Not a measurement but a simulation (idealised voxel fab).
process module | voxel transistor to metal
cross-section cut | 295 nm wide | cells 5 nm
A cross-section is a grid of square cells, given in bands from the top down. A band is one or more rows of cells.
Each band's line starts with the height of the band's top and of its bottom, in nm. Then come its materials from left to right, each with its width in nm. One material with "throughout" fills the band from edge to edge. "air" is empty space.
Height 0 is the level under which the wafer as received is all one material. The lowest band goes on downwards, as in "0 down".
A width such as "30 to 40" changes by the same amount from each row of cells to the next, from the band's top row to its bottom row.
"no change" after a step means that no cell of the cross-section changed.
closed voids: empty space of 8 cells or more with no open way to the top, each as width x height at its distance from the left edge, in nm
after a step's settings: what the simulator itself notes on the step
overlay nm, on a step with a mask: how far to the right of its planned place the mask lay; to the left if negative
plan
1 op RECEIVE | material Si
2 op CONFORMAL_DEP | material SiO2 | thk nm 5
3 op CONFORMAL_DEP | material SiN | thk nm 15
4 op MASKED_ETCH | tone cover | mask id ACTIVE | width nm 110 | pitch nm 130 | etch materials SiN | depth nm 15 | overlay nm 0
5 op MASKED_ETCH | tone cover | mask id ACTIVE | width nm 110 | pitch nm 130 | etch materials SiO2 | depth nm 5 | overlay nm 0
6 op MASKED_ETCH | tone cover | mask id ACTIVE | width nm 110 | pitch nm 130 | etch materials Si | depth nm 30 | overlay nm 0
7 op FILL_DEP | material SiO2 | thk nm 10
8 op CMP | height nm 20
9 op SELECTIVE_ETCH | etch materials SiO2 | depth nm 15
10 op STRIP | etch materials SiN
11 op SELECTIVE_ETCH | etch materials SiO2 | depth nm 5
12 op OXIDIZE | depth nm 5
13 op DIRECTIONAL_DEP | material polySi | thk nm 30
14 op DIRECTIONAL_DEP | material SiCN | thk nm 10
15 op DIRECTIONAL_DEP | material aC | thk nm 10
16 op PATTERN | tone cover | mask id GATE | material resist | width nm 20 | pitch nm 130 | thk nm 25 | overlay nm 0
17 op DIRECTIONAL_ETCH | etch materials aC | depth nm 10
18 op STRIP | etch materials resist
19 op DIRECTIONAL_ETCH | etch materials SiCN | depth nm 20
20 op DIRECTIONAL_ETCH | etch materials polySi | depth nm 40
21 op STRIP | etch materials aC
22 op CONFORMAL_DEP | material SiO2 | thk nm 5
23 op DIRECTIONAL_ETCH | etch materials SiO2 | depth nm 5
24 op CONFORMAL_DEP | material SiN | thk nm 5
25 op DIRECTIONAL_ETCH | etch materials SiN | depth nm 5
26 op DIRECTIONAL_ETCH | etch materials SiO2 | depth nm 5
27 op EPI | material SiGe | thk nm 5
28 op FILL_DEP | material SiO2 | thk nm 5
29 op CMP | height nm 40
30 op DIRECTIONAL_DEP | material SiO2 | thk nm 15
31 op DIRECTIONAL_DEP | material aC | thk nm 10
32 op PATTERN | tone open | mask id CONTACT | material resist | width nm 20 | thk nm 30 | overlay nm 0
33 op DIRECTIONAL_ETCH | etch materials aC | depth nm 10
34 op STRIP | etch materials resist
35 op DIRECTIONAL_ETCH | etch materials SiO2 | depth nm 55
36 op STRIP | etch materials aC
37 op CONFORMAL_DEP | material TiN | thk nm 5
38 op FILL_DEP | material Ru | thk nm 5
39 op CMP | height nm 55
40 op CONFORMAL_DEP | material SiN | thk nm 5
41 op DIRECTIONAL_DEP | material lowk | thk nm 25
42 op DIRECTIONAL_DEP | material aC | thk nm 15
43 op PATTERN | tone open | mask id METAL_1 | material resist | width nm 20 | thk nm 35 | overlay nm 0
44 op DIRECTIONAL_ETCH | etch materials aC | depth nm 15
45 op STRIP | etch materials resist
46 op DIRECTIONAL_ETCH | etch materials lowk | depth nm 25
47 op DIRECTIONAL_ETCH | etch materials SiN | depth nm 5
48 op STRIP | etch materials aC
49 op CONFORMAL_DEP | material TiN | thk nm 5
50 op FILL_DEP | material W | thk nm 10
51 op CMP | height nm 85
52 op EPI | material Ru | thk nm 5
53 op FILL_DEP | material SiCN | thk nm 5
54 op DIRECTIONAL_DEP | material SiO2 | thk nm 25
55 op DIRECTIONAL_DEP | material aC | thk nm 10
56 op PATTERN | tone open | mask id METAL_2 | material resist | width nm 20 | pitch nm 130 | thk nm 25 | overlay nm 0
57 op DIRECTIONAL_ETCH | etch materials aC | depth nm 10
58 op STRIP | etch materials resist
59 op DIRECTIONAL_ETCH | etch materials SiO2 | depth nm 15
60 op STRIP | etch materials aC
61 op DIRECTIONAL_DEP | material aC | thk nm 10
62 op PATTERN | tone open | mask id METAL_2_HOLES | material resist | width nm 15 | pitch nm 130 | thk nm 25 | overlay nm 0
63 op DIRECTIONAL_ETCH | etch materials aC | depth nm 10
64 op STRIP | etch materials resist
65 op DIRECTIONAL_ETCH | etch materials SiO2 | depth nm 10
66 op DIRECTIONAL_ETCH | etch materials SiCN | depth nm 5
67 op STRIP | etch materials aC
68 op CONFORMAL_DEP | material TiN | thk nm 5
69 op FILL_DEP | material Cu | thk nm 10
70 op CMP | height nm 120
71 op CONFORMAL_DEP | material SiCN | thk nm 5
first wafer, as planned
as received, after step 1
  0 down: Si throughout
  closed voids: none
after step 2
  5 to 0: SiO2 throughout
  below 0: unchanged
after step 3
  20 to 5: SiN throughout
  below 5: unchanged
after step 4
  20 to 5: air 25 | SiN 110 | air 20 | SiN 110 | air 30
  below 5: unchanged
after step 5
  20 to 5: air 25 | SiN 110 | air 20 | SiN 110 | air 30
  5 to 0: air 25 | SiO2 110 | air 20 | SiO2 110 | air 30
  below 0: unchanged
after step 6
  20 to 5: air 25 | SiN 110 | air 20 | SiN 110 | air 30
  5 to 0: air 25 | SiO2 110 | air 20 | SiO2 110 | air 30
  0 to -30: air 25 | Si 110 | air 20 | Si 110 | air 30
  below -30: unchanged
after step 7
  30 to 20: SiO2 throughout
  20 to 5: SiO2 25 | SiN 110 | SiO2 20 | SiN 110 | SiO2 30
  5 to 0: SiO2 throughout
  0 to -30: SiO2 25 | Si 110 | SiO2 20 | Si 110 | SiO2 30
  below -30: unchanged
after step 8
  20 to 5: SiO2 25 | SiN 110 | SiO2 20 | SiN 110 | SiO2 30
  below 5: unchanged
after step 9
  20 to 5: air 25 | SiN 110 | air 20 | SiN 110 | air 30
  below 5: unchanged
after step 10
  5 to 0: SiO2 throughout
  below 0: unchanged
after step 11
  0 to -30: SiO2 25 | Si 110 | SiO2 20 | Si 110 | SiO2 30
  below -30: unchanged
after step 12
  0 to -5: SiO2 throughout
  below -5: unchanged
after step 13
  30 to 0: polySi throughout
  below 0: unchanged
after step 14
  40 to 30: SiCN throughout
  below 30: unchanged
after step 15
  50 to 40: aC throughout
  below 40: unchanged
after step 16
  75 to 50: air 70 | resist 20 | air 110 | resist 20 | air 75
  below 50: unchanged
after step 17
  65 to 50: air 70 | resist 20 | air 110 | resist 20 | air 75
  50 to 40: air 70 | aC 20 | air 110 | aC 20 | air 75
  below 40: unchanged
after step 18
  50 to 40: air 70 | aC 20 | air 110 | aC 20 | air 75
  below 40: unchanged
after step 19
  50 to 40: air 70 | aC 20 | air 110 | aC 20 | air 75
  40 to 30: air 70 | SiCN 20 | air 110 | SiCN 20 | air 75
  below 30: unchanged
after step 20
  50 to 40: air 70 | aC 20 | air 110 | aC 20 | air 75
  40 to 30: air 70 | SiCN 20 | air 110 | SiCN 20 | air 75
  30 to 0: air 70 | polySi 20 | air 110 | polySi 20 | air 75
  below 0: unchanged
after step 21
  40 to 30: air 70 | SiCN 20 | air 110 | SiCN 20 | air 75
  below 30: unchanged
after step 22
  45 to 40: air 65 | SiO2 30 | air 100 | SiO2 30 | air 70
  40 to 30: air 65 | SiO2 5 | SiCN 20 | SiO2 5 | air 100 | SiO2 5 | SiCN 20 | SiO2 5 | air 70
  30 to 5: air 65 | SiO2 5 | polySi 20 | SiO2 5 | air 100 | SiO2 5 | polySi 20 | SiO2 5 | air 70
  5 to 0: SiO2 70 | polySi 20 | SiO2 110 | polySi 20 | SiO2 75
  below 0: unchanged
after step 23
  40 to 30: air 65 | SiO2 5 | SiCN 20 | SiO2 5 | air 100 | SiO2 5 | SiCN 20 | SiO2 5 | air 70
  30 to 0: air 65 | SiO2 5 | polySi 20 | SiO2 5 | air 100 | SiO2 5 | polySi 20 | SiO2 5 | air 70
  below 0: unchanged
after step 24
  45 to 40: air 60 | SiN 40 | air 90 | SiN 40 | air 65
  40 to 30: air 60 | SiN 5 | SiO2 5 | SiCN 20 | SiO2 5 | SiN 5 | air 90 | SiN 5 | SiO2 5 | SiCN 20 | SiO2 5 | SiN 5 | air 65
  30 to 5: air 60 | SiN 5 | SiO2 5 | polySi 20 | SiO2 5 | SiN 5 | air 90 | SiN 5 | SiO2 5 | polySi 20 | SiO2 5 | SiN 5 | air 65
  5 to 0: SiN 65 | SiO2 5 | polySi 20 | SiO2 5 | SiN 100 | SiO2 5 | polySi 20 | SiO2 5 | SiN 70
  below 0: unchanged
after step 25
  40 to 30: air 60 | SiN 5 | SiO2 5 | SiCN 20 | SiO2 5 | SiN 5 | air 90 | SiN 5 | SiO2 5 | SiCN 20 | SiO2 5 | SiN 5 | air 65
  30 to 0: air 60 | SiN 5 | SiO2 5 | polySi 20 | SiO2 5 | SiN 5 | air 90 | SiN 5 | SiO2 5 | polySi 20 | SiO2 5 | SiN 5 | air 65
  below 0: unchanged
after step 26
  40 to 35: air 60 | SiN 5 | air 5 | SiCN 20 | air 5 | SiN 5 | air 90 | SiN 5 | air 5 | SiCN 20 | air 5 | SiN 5 | air 65
  35 to 30: air 60 | SiN 5 | SiO2 5 | SiCN 20 | SiO2 5 | SiN 5 | air 90 | SiN 5 | SiO2 5 | SiCN 20 | SiO2 5 | SiN 5 | air 65
  30 to 0: air 60 | SiN 5 | SiO2 5 | polySi 20 | SiO2 5 | SiN 5 | air 90 | SiN 5 | SiO2 5 | polySi 20 | SiO2 5 | SiN 5 | air 65
  0 to -5: air 60 | SiO2 40 | air 90 | SiO2 40 | air 65
  below -5: unchanged
after step 27
  40 to 35: air 60 | SiN 5 | air 5 | SiCN 20 | air 5 | SiN 5 | air 90 | SiN 5 | air 5 | SiCN 20 | air 5 | SiN 5 | air 65
  35 to 30: air 60 | SiN 5 | SiO2 5 | SiCN 20 | SiO2 5 | SiN 5 | air 90 | SiN 5 | SiO2 5 | SiCN 20 | SiO2 5 | SiN 5 | air 65
  30 to 0: air 60 | SiN 5 | SiO2 5 | polySi 20 | SiO2 5 | SiN 5 | air 90 | SiN 5 | SiO2 5 | polySi 20 | SiO2 5 | SiN 5 | air 65
  0 to -5: air 20 | SiGe 40 | SiO2 40 | SiGe 40 | air 10 | SiGe 40 | SiO2 40 | SiGe 40 | air 25
  below -5: unchanged
after step 28
  45 to 40: SiO2 throughout
  40 to 30: SiO2 60 | SiN 5 | SiO2 5 | SiCN 20 | SiO2 5 | SiN 5 | SiO2 90 | SiN 5 | SiO2 5 | SiCN 20 | SiO2 5 | SiN 5 | SiO2 65
  30 to 0: SiO2 60 | SiN 5 | SiO2 5 | polySi 20 | SiO2 5 | SiN 5 | SiO2 90 | SiN 5 | SiO2 5 | polySi 20 | SiO2 5 | SiN 5 | SiO2 65
  0 to -5: SiO2 20 | SiGe 40 | SiO2 40 | SiGe 40 | SiO2 10 | SiGe 40 | SiO2 40 | SiGe 40 | SiO2 25
  below -5: unchanged
after step 29
  40 to 30: SiO2 60 | SiN 5 | SiO2 5 | SiCN 20 | SiO2 5 | SiN 5 | SiO2 90 | SiN 5 | SiO2 5 | SiCN 20 | SiO2 5 | SiN 5 | SiO2 65
  below 30: unchanged
after step 30
  55 to 40: SiO2 throughout
  below 40: unchanged
after step 31
  65 to 55: aC throughout
  below 55: unchanged
after step 32
  95 to 65: resist 30 | air 20 | resist 60 | air 20 | resist 30 | air 20 | resist 60 | air 20 | resist 35
  below 65: unchanged
after step 33
  85 to 65: resist 30 | air 20 | resist 60 | air 20 | resist 30 | air 20 | resist 60 | air 20 | resist 35
  65 to 55: aC 30 | air 20 | aC 60 | air 20 | aC 30 | air 20 | aC 60 | air 20 | aC 35
  below 55: unchanged
after step 34
  65 to 55: aC 30 | air 20 | aC 60 | air 20 | aC 30 | air 20 | aC 60 | air 20 | aC 35
  below 55: unchanged
after step 35
  65 to 55: aC 30 | air 20 | aC 60 | air 20 | aC 30 | air 20 | aC 60 | air 20 | aC 35
  55 to 40: SiO2 30 | air 20 | SiO2 60 | air 20 | SiO2 30 | air 20 | SiO2 60 | air 20 | SiO2 35
  40 to 30: SiO2 30 | air 20 | SiO2 10 | SiN 5 | SiO2 5 | SiCN 20 | SiO2 5 | SiN 5 | SiO2 10 | air 20 | SiO2 30 | air 20 | SiO2 10 | SiN 5 | SiO2 5 | SiCN 20 | SiO2 5 | SiN 5 | SiO2 10 | air 20 | SiO2 35
  30 to 0: SiO2 30 | air 20 | SiO2 10 | SiN 5 | SiO2 5 | polySi 20 | SiO2 5 | SiN 5 | SiO2 10 | air 20 | SiO2 30 | air 20 | SiO2 10 | SiN 5 | SiO2 5 | polySi 20 | SiO2 5 | SiN 5 | SiO2 10 | air 20 | SiO2 35
  below 0: unchanged
after step 36
  55 to 40: SiO2 30 | air 20 | SiO2 60 | air 20 | SiO2 30 | air 20 | SiO2 60 | air 20 | SiO2 35
  below 40: unchanged
after step 37
  60 to 55: TiN 35 | air 10 | TiN 70 | air 10 | TiN 40 | air 10 | TiN 70 | air 10 | TiN 40
  55 to 40: SiO2 30 | TiN 5 | air 10 | TiN 5 | SiO2 60 | TiN 5 | air 10 | TiN 5 | SiO2 30 | TiN 5 | air 10 | TiN 5 | SiO2 60 | TiN 5 | air 10 | TiN 5 | SiO2 35
  40 to 30: SiO2 30 | TiN 5 | air 10 | TiN 5 | SiO2 10 | SiN 5 | SiO2 5 | SiCN 20 | SiO2 5 | SiN 5 | SiO2 10 | TiN 5 | air 10 | TiN 5 | SiO2 30 | TiN 5 | air 10 | TiN 5 | SiO2 10 | SiN 5 | SiO2 5 | SiCN 20 | SiO2 5 | SiN 5 | SiO2 10 | TiN 5 | air 10 | TiN 5 | SiO2 35
  30 to 5: SiO2 30 | TiN 5 | air 10 | TiN 5 | SiO2 10 | SiN 5 | SiO2 5 | polySi 20 | SiO2 5 | SiN 5 | SiO2 10 | TiN 5 | air 10 | TiN 5 | SiO2 30 | TiN 5 | air 10 | TiN 5 | SiO2 10 | SiN 5 | SiO2 5 | polySi 20 | SiO2 5 | SiN 5 | SiO2 10 | TiN 5 | air 10 | TiN 5 | SiO2 35
  5 to 0: SiO2 30 | TiN 20 | SiO2 10 | SiN 5 | SiO2 5 | polySi 20 | SiO2 5 | SiN 5 | SiO2 10 | TiN 20 | SiO2 30 | TiN 20 | SiO2 10 | SiN 5 | SiO2 5 | polySi 20 | SiO2 5 | SiN 5 | SiO2 10 | TiN 20 | SiO2 35
  below 0: unchanged
after step 38
  65 to 60: Ru throughout
  60 to 55: TiN 35 | Ru 10 | TiN 70 | Ru 10 | TiN 40 | Ru 10 | TiN 70 | Ru 10 | TiN 40
  55 to 40: SiO2 30 | TiN 5 | Ru 10 | TiN 5 | SiO2 60 | TiN 5 | Ru 10 | TiN 5 | SiO2 30 | TiN 5 | Ru 10 | TiN 5 | SiO2 60 | TiN 5 | Ru 10 | TiN 5 | SiO2 35
  40 to 30: SiO2 30 | TiN 5 | Ru 10 | TiN 5 | SiO2 10 | SiN 5 | SiO2 5 | SiCN 20 | SiO2 5 | SiN 5 | SiO2 10 | TiN 5 | Ru 10 | TiN 5 | SiO2 30 | TiN 5 | Ru 10 | TiN 5 | SiO2 10 | SiN 5 | SiO2 5 | SiCN 20 | SiO2 5 | SiN 5 | SiO2 10 | TiN 5 | Ru 10 | TiN 5 | SiO2 35
  30 to 5: SiO2 30 | TiN 5 | Ru 10 | TiN 5 | SiO2 10 | SiN 5 | SiO2 5 | polySi 20 | SiO2 5 | SiN 5 | SiO2 10 | TiN 5 | Ru 10 | TiN 5 | SiO2 30 | TiN 5 | Ru 10 | TiN 5 | SiO2 10 | SiN 5 | SiO2 5 | polySi 20 | SiO2 5 | SiN 5 | SiO2 10 | TiN 5 | Ru 10 | TiN 5 | SiO2 35
  below 5: unchanged
after step 39
  55 to 40: SiO2 30 | TiN 5 | Ru 10 | TiN 5 | SiO2 60 | TiN 5 | Ru 10 | TiN 5 | SiO2 30 | TiN 5 | Ru 10 | TiN 5 | SiO2 60 | TiN 5 | Ru 10 | TiN 5 | SiO2 35
  below 40: unchanged
after step 40
  60 to 55: SiN throughout
  below 55: unchanged
after step 41
  85 to 60: lowk throughout
  below 60: unchanged
after step 42
  100 to 85: aC throughout
  below 85: unchanged
after step 43
  135 to 100: resist 30 | air 20 | resist 60 | air 20 | resist 30 | air 20 | resist 60 | air 20 | resist 35
  below 100: unchanged
after step 44
  120 to 100: resist 30 | air 20 | resist 60 | air 20 | resist 30 | air 20 | resist 60 | air 20 | resist 35
  100 to 85: aC 30 | air 20 | aC 60 | air 20 | aC 30 | air 20 | aC 60 | air 20 | aC 35
  below 85: unchanged
after step 45
  100 to 85: aC 30 | air 20 | aC 60 | air 20 | aC 30 | air 20 | aC 60 | air 20 | aC 35
  below 85: unchanged
after step 46
  100 to 85: aC 30 | air 20 | aC 60 | air 20 | aC 30 | air 20 | aC 60 | air 20 | aC 35
  85 to 60: lowk 30 | air 20 | lowk 60 | air 20 | lowk 30 | air 20 | lowk 60 | air 20 | lowk 35
  below 60: unchanged
after step 47
  100 to 85: aC 30 | air 20 | aC 60 | air 20 | aC 30 | air 20 | aC 60 | air 20 | aC 35
  85 to 60: lowk 30 | air 20 | lowk 60 | air 20 | lowk 30 | air 20 | lowk 60 | air 20 | lowk 35
  60 to 55: SiN 30 | air 20 | SiN 60 | air 20 | SiN 30 | air 20 | SiN 60 | air 20 | SiN 35
  below 55: unchanged
after step 48
  85 to 60: lowk 30 | air 20 | lowk 60 | air 20 | lowk 30 | air 20 | lowk 60 | air 20 | lowk 35
  below 60: unchanged
after step 49
  90 to 85: TiN 35 | air 10 | TiN 70 | air 10 | TiN 40 | air 10 | TiN 70 | air 10 | TiN 40
  85 to 60: lowk 30 | TiN 5 | air 10 | TiN 5 | lowk 60 | TiN 5 | air 10 | TiN 5 | lowk 30 | TiN 5 | air 10 | TiN 5 | lowk 60 | TiN 5 | air 10 | TiN 5 | lowk 35
  60 to 55: SiN 30 | TiN 20 | SiN 60 | TiN 20 | SiN 30 | TiN 20 | SiN 60 | TiN 20 | SiN 35
  below 55: unchanged
after step 50
  100 to 90: W throughout
  90 to 85: TiN 35 | W 10 | TiN 70 | W 10 | TiN 40 | W 10 | TiN 70 | W 10 | TiN 40
  85 to 60: lowk 30 | TiN 5 | W 10 | TiN 5 | lowk 60 | TiN 5 | W 10 | TiN 5 | lowk 30 | TiN 5 | W 10 | TiN 5 | lowk 60 | TiN 5 | W 10 | TiN 5 | lowk 35
  below 60: unchanged
after step 51
  85 to 60: lowk 30 | TiN 5 | W 10 | TiN 5 | lowk 60 | TiN 5 | W 10 | TiN 5 | lowk 30 | TiN 5 | W 10 | TiN 5 | lowk 60 | TiN 5 | W 10 | TiN 5 | lowk 35
  below 60: unchanged
after step 52
  90 to 85: air 25 | Ru 30 | air 50 | Ru 30 | air 20 | Ru 30 | air 50 | Ru 30 | air 30
  below 85: unchanged
after step 53
  95 to 90: SiCN throughout
  90 to 85: SiCN 25 | Ru 30 | SiCN 50 | Ru 30 | SiCN 20 | Ru 30 | SiCN 50 | Ru 30 | SiCN 30
  below 85: unchanged
after step 54
  120 to 95: SiO2 throughout
  below 95: unchanged
after step 55
  130 to 120: aC throughout
  below 120: unchanged
after step 56
  155 to 130: resist 30 | air 20 | resist 110 | air 20 | resist 115
  below 130: unchanged
after step 57
  145 to 130: resist 30 | air 20 | resist 110 | air 20 | resist 115
  130 to 120: aC 30 | air 20 | aC 110 | air 20 | aC 115
  below 120: unchanged
after step 58
  130 to 120: aC 30 | air 20 | aC 110 | air 20 | aC 115
  below 120: unchanged
after step 59
  130 to 120: aC 30 | air 20 | aC 110 | air 20 | aC 115
  120 to 105: SiO2 30 | air 20 | SiO2 110 | air 20 | SiO2 115
  below 105: unchanged
after step 60
  120 to 105: SiO2 30 | air 20 | SiO2 110 | air 20 | SiO2 115
  below 105: unchanged
after step 61
  130 to 120: aC 30 | air 20 | aC 110 | air 20 | aC 115
  120 to 115: SiO2 30 | air 20 | SiO2 110 | air 20 | SiO2 115
  115 to 105: SiO2 30 | aC 20 | SiO2 110 | aC 20 | SiO2 115
  below 105: unchanged
after step 62
  155 to 130: resist 30 | air 15 | resist 115 | air 15 | resist 120
  130 to 120: aC 30 | air 15 | resist 5 | aC 110 | air 15 | resist 5 | aC 115
  120 to 115: SiO2 30 | air 15 | resist 5 | SiO2 110 | air 15 | resist 5 | SiO2 115
  below 115: unchanged
after step 63
  145 to 130: resist 30 | air 15 | resist 115 | air 15 | resist 120
  130 to 120: aC 30 | air 15 | resist 5 | aC 110 | air 15 | resist 5 | aC 115
  120 to 115: SiO2 30 | air 15 | resist 5 | SiO2 110 | air 15 | resist 5 | SiO2 115
  115 to 105: SiO2 30 | air 15 | aC 5 | SiO2 110 | air 15 | aC 5 | SiO2 115
  below 105: unchanged
after step 64
  130 to 120: aC 30 | air 20 | aC 110 | air 20 | aC 115
  120 to 115: SiO2 30 | air 20 | SiO2 110 | air 20 | SiO2 115
  below 115: unchanged
after step 65
  130 to 120: aC 30 | air 20 | aC 110 | air 20 | aC 115
  120 to 115: SiO2 30 | air 20 | SiO2 110 | air 20 | SiO2 115
  115 to 105: SiO2 30 | air 15 | aC 5 | SiO2 110 | air 15 | aC 5 | SiO2 115
  105 to 95: SiO2 30 | air 15 | SiO2 115 | air 15 | SiO2 120
  below 95: unchanged
after step 66
  130 to 120: aC 30 | air 20 | aC 110 | air 20 | aC 115
  120 to 115: SiO2 30 | air 20 | SiO2 110 | air 20 | SiO2 115
  115 to 105: SiO2 30 | air 15 | aC 5 | SiO2 110 | air 15 | aC 5 | SiO2 115
  105 to 95: SiO2 30 | air 15 | SiO2 115 | air 15 | SiO2 120
  95 to 90: SiCN 30 | air 15 | SiCN 115 | air 15 | SiCN 120
  below 90: unchanged
after step 67
  120 to 105: SiO2 30 | air 20 | SiO2 110 | air 20 | SiO2 115
  below 105: unchanged
after step 68
  125 to 120: TiN 35 | air 10 | TiN 120 | air 10 | TiN 120
  120 to 110: SiO2 30 | TiN 5 | air 10 | TiN 5 | SiO2 110 | TiN 5 | air 10 | TiN 5 | SiO2 115
  110 to 105: SiO2 30 | TiN 5 | air 5 | TiN 10 | SiO2 110 | TiN 5 | air 5 | TiN 10 | SiO2 115
  105 to 95: SiO2 30 | TiN 5 | air 5 | TiN 5 | SiO2 115 | TiN 5 | air 5 | TiN 5 | SiO2 120
  95 to 90: SiCN 30 | TiN 15 | SiCN 115 | TiN 15 | SiCN 120
  below 90: unchanged
after step 69
  135 to 125: Cu throughout
  125 to 120: TiN 35 | Cu 10 | TiN 120 | Cu 10 | TiN 120
  120 to 110: SiO2 30 | TiN 5 | Cu 10 | TiN 5 | SiO2 110 | TiN 5 | Cu 10 | TiN 5 | SiO2 115
  110 to 105: SiO2 30 | TiN 5 | Cu 5 | TiN 10 | SiO2 110 | TiN 5 | Cu 5 | TiN 10 | SiO2 115
  105 to 95: SiO2 30 | TiN 5 | Cu 5 | TiN 5 | SiO2 115 | TiN 5 | Cu 5 | TiN 5 | SiO2 120
  below 95: unchanged
after step 70
  120 to 110: SiO2 30 | TiN 5 | Cu 10 | TiN 5 | SiO2 110 | TiN 5 | Cu 10 | TiN 5 | SiO2 115
  below 110: unchanged
after step 71
  125 to 120: SiCN throughout
  below 120: unchanged
second wafer: like start, like plan, one mistake. Through step 55 it matches the first wafer
when step 56 should have ended
  155 to 130: resist 30 | air 25 | resist 105 | air 25 | resist 110
  below 130: unchanged
when step 57 should have ended
  145 to 130: resist 30 | air 25 | resist 105 | air 25 | resist 110
  130 to 120: aC 30 | air 25 | aC 105 | air 25 | aC 110
  below 120: unchanged
when step 58 should have ended
  130 to 120: aC 30 | air 25 | aC 105 | air 25 | aC 110
  below 120: unchanged
when step 59 should have ended
  130 to 120: aC 30 | air 25 | aC 105 | air 25 | aC 110
  120 to 105: SiO2 30 | air 25 | SiO2 105 | air 25 | SiO2 110
  below 105: unchanged
when step 60 should have ended
  120 to 105: SiO2 30 | air 25 | SiO2 105 | air 25 | SiO2 110
  below 105: unchanged
when step 61 should have ended
  130 to 120: aC 30 | air 25 | aC 105 | air 25 | aC 110
  120 to 115: SiO2 30 | air 25 | SiO2 105 | air 25 | SiO2 110
  115 to 105: SiO2 30 | aC 25 | SiO2 105 | aC 25 | SiO2 110
  below 105: unchanged
when step 62 should have ended
  155 to 130: resist 30 | air 15 | resist 115 | air 15 | resist 120
  130 to 120: aC 30 | air 15 | resist 10 | aC 105 | air 15 | resist 10 | aC 110
  120 to 115: SiO2 30 | air 15 | resist 10 | SiO2 105 | air 15 | resist 10 | SiO2 110
  below 115: unchanged
when step 63 should have ended
  145 to 130: resist 30 | air 15 | resist 115 | air 15 | resist 120
  130 to 120: aC 30 | air 15 | resist 10 | aC 105 | air 15 | resist 10 | aC 110
  120 to 115: SiO2 30 | air 15 | resist 10 | SiO2 105 | air 15 | resist 10 | SiO2 110
  115 to 105: SiO2 30 | air 15 | aC 10 | SiO2 105 | air 15 | aC 10 | SiO2 110
  below 105: unchanged
when step 64 should have ended
  130 to 120: aC 30 | air 25 | aC 105 | air 25 | aC 110
  120 to 115: SiO2 30 | air 25 | SiO2 105 | air 25 | SiO2 110
  below 115: unchanged
when step 65 should have ended
  130 to 120: aC 30 | air 25 | aC 105 | air 25 | aC 110
  120 to 115: SiO2 30 | air 25 | SiO2 105 | air 25 | SiO2 110
  115 to 105: SiO2 30 | air 15 | aC 10 | SiO2 105 | air 15 | aC 10 | SiO2 110
  105 to 95: SiO2 30 | air 15 | SiO2 115 | air 15 | SiO2 120
  below 95: unchanged
when step 66 should have ended
  130 to 120: aC 30 | air 25 | aC 105 | air 25 | aC 110
  120 to 115: SiO2 30 | air 25 | SiO2 105 | air 25 | SiO2 110
  115 to 105: SiO2 30 | air 15 | aC 10 | SiO2 105 | air 15 | aC 10 | SiO2 110
  105 to 95: SiO2 30 | air 15 | SiO2 115 | air 15 | SiO2 120
  95 to 90: SiCN 30 | air 15 | SiCN 115 | air 15 | SiCN 120
  below 90: unchanged
when step 67 should have ended
  120 to 105: SiO2 30 | air 25 | SiO2 105 | air 25 | SiO2 110
  below 105: unchanged
when step 68 should have ended
  125 to 120: TiN 35 | air 15 | TiN 115 | air 15 | TiN 115
  120 to 110: SiO2 30 | TiN 5 | air 15 | TiN 5 | SiO2 105 | TiN 5 | air 15 | TiN 5 | SiO2 110
  110 to 105: SiO2 30 | TiN 5 | air 5 | TiN 15 | SiO2 105 | TiN 5 | air 5 | TiN 15 | SiO2 110
  105 to 95: SiO2 30 | TiN 5 | air 5 | TiN 5 | SiO2 115 | TiN 5 | air 5 | TiN 5 | SiO2 120
  95 to 90: SiCN 30 | TiN 15 | SiCN 115 | TiN 15 | SiCN 120
  below 90: unchanged
when step 69 should have ended
  135 to 125: Cu throughout
  125 to 120: TiN 35 | Cu 15 | TiN 115 | Cu 15 | TiN 115
  120 to 110: SiO2 30 | TiN 5 | Cu 15 | TiN 5 | SiO2 105 | TiN 5 | Cu 15 | TiN 5 | SiO2 110
  110 to 105: SiO2 30 | TiN 5 | Cu 5 | TiN 15 | SiO2 105 | TiN 5 | Cu 5 | TiN 15 | SiO2 110
  105 to 95: SiO2 30 | TiN 5 | Cu 5 | TiN 5 | SiO2 115 | TiN 5 | Cu 5 | TiN 5 | SiO2 120
  below 95: unchanged
when step 70 should have ended
  120 to 110: SiO2 30 | TiN 5 | Cu 15 | TiN 5 | SiO2 105 | TiN 5 | Cu 15 | TiN 5 | SiO2 110
  below 110: unchanged
when step 71 should have ended
  125 to 120: SiCN throughout
  below 120: unchanged
what went wrong: step 56 ran as: op PATTERN | tone open | mask id METAL_2 | material resist | width nm 25 | pitch nm 130 | thk nm 25 | overlay nm 0
at the end the second wafer has, in cells: 4 more of Cu | 6 fewer of SiO2 | 2 more of TiN
